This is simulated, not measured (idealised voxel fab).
The process module presented herein is designated voxel transistor to metal.
The figure presents cross-section cut, which has a width of 280 nm and is divided into square cells with an edge length of 5 nm.
If you're reading a cross-section in this doc, picture square cells in a grid; it comes to you as bands, top ones listed first down to the bottom, and a band can be one or more rows of cells. In this notation a band is specified by the heights of its top and bottom, in that order and in nm, after which its materials appear from left to right, each paired with its width in nm. The word "throughout" attached to a single material means that material fills the band from edge to edge; the word "blank" stands for empty space. Ref level 0: as-received wafer is one material below here. Bottom band extends down with no lower bound ("0 and below"). You'd read "30 to 40" like this: the band's top row of cells is as wide as the first number, its bottom row is as wide as the second, and going down, every row changes width by the same amount as the row before did. It should be understood that the words "no change", when stated for a given step, signify that the cross-section underwent no change in any of its cells during that step. "Sealed void listing" specifies each empty space that is not open to the top and that occupies no fewer than 8 cells, using the form width x height at distance, the distance measured from the left edge and all three quantities in nm. Whatever follows a step's settings on its line is a remark the simulator itself makes about that step. overlay nm: for a step with a mask, the amount by which the mask lay right of where it was planned; a negative amount means left of it.
# Below is the list of planned process steps
1 RECEIVE with material Si
2 CONFORMAL_DEP with material SiO2, thk nm 5
3 CONFORMAL_DEP with material SiN, thk nm 15
4 DIRECTIONAL_DEP with material aC, thk nm 10
5 PATTERN with tone cover, mask id ACTIVE, material resist, width nm 110, pitch nm 130, thk nm 25, overlay nm 0
6 DIRECTIONAL_ETCH with etch materials aC, depth nm 10
7 STRIP with etch materials resist
8 DIRECTIONAL_ETCH with etch materials SiN, depth nm 15
9 DIRECTIONAL_ETCH with etch materials SiO2, depth nm 5
10 DIRECTIONAL_ETCH with etch materials Si, depth nm 20
11 STRIP with etch materials aC
12 FILL_DEP with material SiO2, thk nm 10
13 CMP with height nm 20
14 SELECTIVE_ETCH with etch materials SiO2, depth nm 15
15 STRIP with etch materials SiN
16 SELECTIVE_ETCH with etch materials SiO2, depth nm 5
17 OXIDIZE with depth nm 5
18 DIRECTIONAL_DEP with material polySi, thk nm 25
19 DIRECTIONAL_DEP with material SiCN, thk nm 10
20 MASKED_ETCH with tone cover, mask id GATE, width nm 20, pitch nm 130, etch materials SiCN, depth nm 20, overlay nm 0
21 MASKED_ETCH with tone cover, mask id GATE, width nm 20, pitch nm 130, etch materials polySi, depth nm 35, overlay nm 0
22 CONFORMAL_DEP with material SiN, thk nm 5
23 DIRECTIONAL_ETCH with etch materials SiN, depth nm 5
24 DIRECTIONAL_ETCH with etch materials SiO2, depth nm 5
25 DIRECTIONAL_ETCH with etch materials Si, depth nm 10
26 EPI with material SiGe, thk nm 10
27 FILL_DEP with material SiO2, thk nm 10
28 CMP with height nm 35
29 DIRECTIONAL_DEP with material SiO2, thk nm 10
30 MASKED_ETCH with tone open, mask id CONTACT, width nm 20, etch materials SiO2, depth nm 50, overlay nm 0
31 CONFORMAL_DEP with material TiN, thk nm 5
32 FILL_DEP with material Ru, thk nm 10
33 CMP with height nm 45
34 CONFORMAL_DEP with material SiCN, thk nm 5
35 DIRECTIONAL_DEP with material SiO2, thk nm 20
36 MASKED_ETCH with tone open, mask id METAL_1, width nm 20, etch materials SiO2, depth nm 20, overlay nm 0
37 MASKED_ETCH with tone open, mask id METAL_1, width nm 20, etch materials SiCN, depth nm 5, overlay nm 0
38 CONFORMAL_DEP with material TiN, thk nm 5
39 FILL_DEP with material W, thk nm 5
40 CMP with height nm 70
41 EPI with material Ru, thk nm 5
42 FILL_DEP with material SiCN, thk nm 5
43 DIRECTIONAL_DEP with material lowk, thk nm 25
44 PATTERN with tone open, mask id METAL_2, material resist, width nm 20, pitch nm 130, thk nm 15, overlay nm 0
45 DIRECTIONAL_ETCH with etch materials lowk, depth nm 15
46 STRIP with etch materials resist
47 PATTERN with tone open, mask id METAL_2_HOLES, material resist, width nm 15, pitch nm 130, thk nm 15, overlay nm 0
48 DIRECTIONAL_ETCH with etch materials lowk, depth nm 10
49 DIRECTIONAL_ETCH with etch materials SiCN, depth nm 5
50 STRIP with etch materials resist
51 CONFORMAL_DEP with material TiN, thk nm 5
52 FILL_DEP with material Cu, thk nm 5
53 CMP with height nm 105
54 CONFORMAL_DEP with material SiCN, thk nm 5
# Here's what the wafer looked like in cross-section when it arrived - that's after step 1
	0 and below | Si throughout
	Sealed void listing: none
# Cross-section taken at module completion on the first of two wafers; processed per the plan
	110 down to 105 | SiCN throughout
	105 down to 95 | lowk: 25 / TiN: 5 / Cu: 10 / TiN: 5 / lowk: 110 / TiN: 5 / Cu: 10 / TiN: 5 / lowk: 105
	95 down to 90 | lowk: 25 / TiN: 5 / Cu: 5 / TiN: 10 / lowk: 110 / TiN: 5 / Cu: 5 / TiN: 10 / lowk: 105
	90 down to 80 | lowk: 25 / TiN: 5 / Cu: 5 / TiN: 5 / lowk: 115 / TiN: 5 / Cu: 5 / TiN: 5 / lowk: 110
	80 down to 75 | SiCN: 25 / TiN: 15 / SiCN: 115 / TiN: 15 / SiCN: 110
	75 down to 70 | SiCN: 20 / Ru: 30 / SiCN: 50 / Ru: 30 / SiCN: 20 / Ru: 30 / SiCN: 50 / Ru: 30 / SiCN: 20
	70 down to 50 | SiO2: 25 / TiN: 5 / W: 10 / TiN: 5 / SiO2: 60 / TiN: 5 / W: 10 / TiN: 5 / SiO2: 30 / TiN: 5 / W: 10 / TiN: 5 / SiO2: 60 / TiN: 5 / W: 10 / TiN: 5 / SiO2: 25
	50 down to 45 | SiCN: 25 / TiN: 20 / SiCN: 60 / TiN: 20 / SiCN: 30 / TiN: 20 / SiCN: 60 / TiN: 20 / SiCN: 25
	45 down to 35 | SiO2: 25 / TiN: 5 / Ru: 10 / TiN: 5 / SiO2: 60 / TiN: 5 / Ru: 10 / TiN: 5 / SiO2: 30 / TiN: 5 / Ru: 10 / TiN: 5 / SiO2: 60 / TiN: 5 / Ru: 10 / TiN: 5 / SiO2: 25
	35 down to 25 | SiO2: 25 / TiN: 5 / Ru: 10 / TiN: 5 / SiO2: 15 / SiN: 5 / SiCN: 20 / SiN: 5 / SiO2: 15 / TiN: 5 / Ru: 10 / TiN: 5 / SiO2: 30 / TiN: 5 / Ru: 10 / TiN: 5 / SiO2: 15 / SiN: 5 / SiCN: 20 / SiN: 5 / SiO2: 15 / TiN: 5 / Ru: 10 / TiN: 5 / SiO2: 25
	25 down to 5 | SiO2: 25 / TiN: 5 / Ru: 10 / TiN: 5 / SiO2: 15 / SiN: 5 / polySi: 20 / SiN: 5 / SiO2: 15 / TiN: 5 / Ru: 10 / TiN: 5 / SiO2: 30 / TiN: 5 / Ru: 10 / TiN: 5 / SiO2: 15 / SiN: 5 / polySi: 20 / SiN: 5 / SiO2: 15 / TiN: 5 / Ru: 10 / TiN: 5 / SiO2: 25
	5 down to 0 | SiO2: 25 / TiN: 5 / Ru: 10 / TiN: 5 / SiO2: 5 / SiGe: 10 / SiN: 5 / polySi: 20 / SiN: 5 / SiGe: 10 / SiO2: 5 / TiN: 5 / Ru: 10 / TiN: 5 / SiO2: 30 / TiN: 5 / Ru: 10 / TiN: 5 / SiO2: 5 / SiGe: 10 / SiN: 5 / polySi: 20 / SiN: 5 / SiGe: 10 / SiO2: 5 / TiN: 5 / Ru: 10 / TiN: 5 / SiO2: 25
	0 down to -5 | SiO2: 25 / TiN: 20 / SiO2: 5 / SiGe: 10 / SiO2: 30 / SiGe: 10 / SiO2: 5 / TiN: 20 / SiO2: 30 / TiN: 20 / SiO2: 5 / SiGe: 10 / SiO2: 30 / SiGe: 10 / SiO2: 5 / TiN: 20 / SiO2: 25
	-5 down to -15 | SiO2: 20 / SiGe: 40 / Si: 30 / SiGe: 40 / SiO2: 20 / SiGe: 40 / Si: 30 / SiGe: 40 / SiO2: 20
	-15 down to -20 | SiO2: 20 / Si: 110 / SiO2: 20 / Si: 110 / SiO2: 20
	-20 and below | Si throughout
	Sealed void listing: none
# Cross-sectional view of the second of two wafers upon completion of the module. This wafer shared its starting condition and process plan with the first; one error was made during its execution
	110 down to 105 | SiCN throughout
	105 down to 95 | lowk: 25 / TiN: 5 / Cu: 10 / TiN: 5 / lowk: 110 / TiN: 5 / Cu: 10 / TiN: 5 / lowk: 105
	95 down to 90 | lowk: 25 / TiN: 5 / Cu: 5 / TiN: 10 / lowk: 110 / TiN: 5 / Cu: 5 / TiN: 10 / lowk: 105
	90 down to 80 | lowk: 25 / TiN: 5 / Cu: 5 / TiN: 5 / lowk: 115 / TiN: 5 / Cu: 5 / TiN: 5 / lowk: 110
	80 down to 75 | SiCN: 25 / TiN: 15 / SiCN: 115 / TiN: 15 / SiCN: 110
	75 down to 70 | SiCN: 20 / Ru: 30 / SiCN: 50 / Ru: 30 / SiCN: 20 / Ru: 30 / SiCN: 50 / Ru: 30 / SiCN: 20
	70 down to 65 | SiCN: 25 / TiN: 20 / SiCN: 60 / TiN: 20 / SiCN: 30 / TiN: 20 / SiCN: 60 / TiN: 20 / SiCN: 25
	65 down to 45 | SiO2 throughout
	45 down to 35 | SiO2: 25 / TiN: 5 / Ru: 10 / TiN: 5 / SiO2: 60 / TiN: 5 / Ru: 10 / TiN: 5 / SiO2: 30 / TiN: 5 / Ru: 10 / TiN: 5 / SiO2: 60 / TiN: 5 / Ru: 10 / TiN: 5 / SiO2: 25
	35 down to 25 | SiO2: 25 / TiN: 5 / Ru: 10 / TiN: 5 / SiO2: 15 / SiN: 5 / SiCN: 20 / SiN: 5 / SiO2: 15 / TiN: 5 / Ru: 10 / TiN: 5 / SiO2: 30 / TiN: 5 / Ru: 10 / TiN: 5 / SiO2: 15 / SiN: 5 / SiCN: 20 / SiN: 5 / SiO2: 15 / TiN: 5 / Ru: 10 / TiN: 5 / SiO2: 25
	25 down to 5 | SiO2: 25 / TiN: 5 / Ru: 10 / TiN: 5 / SiO2: 15 / SiN: 5 / polySi: 20 / SiN: 5 / SiO2: 15 / TiN: 5 / Ru: 10 / TiN: 5 / SiO2: 30 / TiN: 5 / Ru: 10 / TiN: 5 / SiO2: 15 / SiN: 5 / polySi: 20 / SiN: 5 / SiO2: 15 / TiN: 5 / Ru: 10 / TiN: 5 / SiO2: 25
	5 down to 0 | SiO2: 25 / TiN: 5 / Ru: 10 / TiN: 5 / SiO2: 5 / SiGe: 10 / SiN: 5 / polySi: 20 / SiN: 5 / SiGe: 10 / SiO2: 5 / TiN: 5 / Ru: 10 / TiN: 5 / SiO2: 30 / TiN: 5 / Ru: 10 / TiN: 5 / SiO2: 5 / SiGe: 10 / SiN: 5 / polySi: 20 / SiN: 5 / SiGe: 10 / SiO2: 5 / TiN: 5 / Ru: 10 / TiN: 5 / SiO2: 25
	0 down to -5 | SiO2: 25 / TiN: 20 / SiO2: 5 / SiGe: 10 / SiO2: 30 / SiGe: 10 / SiO2: 5 / TiN: 20 / SiO2: 30 / TiN: 20 / SiO2: 5 / SiGe: 10 / SiO2: 30 / SiGe: 10 / SiO2: 5 / TiN: 20 / SiO2: 25
	-5 down to -15 | SiO2: 20 / SiGe: 40 / Si: 30 / SiGe: 40 / SiO2: 20 / SiGe: 40 / Si: 30 / SiGe: 40 / SiO2: 20
	-15 down to -20 | SiO2: 20 / Si: 110 / SiO2: 20 / Si: 110 / SiO2: 20
	-20 and below | Si throughout
	Sealed void listing: none
Plan not followed: mixed up steps 34 and 35 - ran each in the other's place
In the final state, the cell counts of the second wafer exceed or fall short of those of the first for the following materials: SiO2 +64; TiN -32; W -32
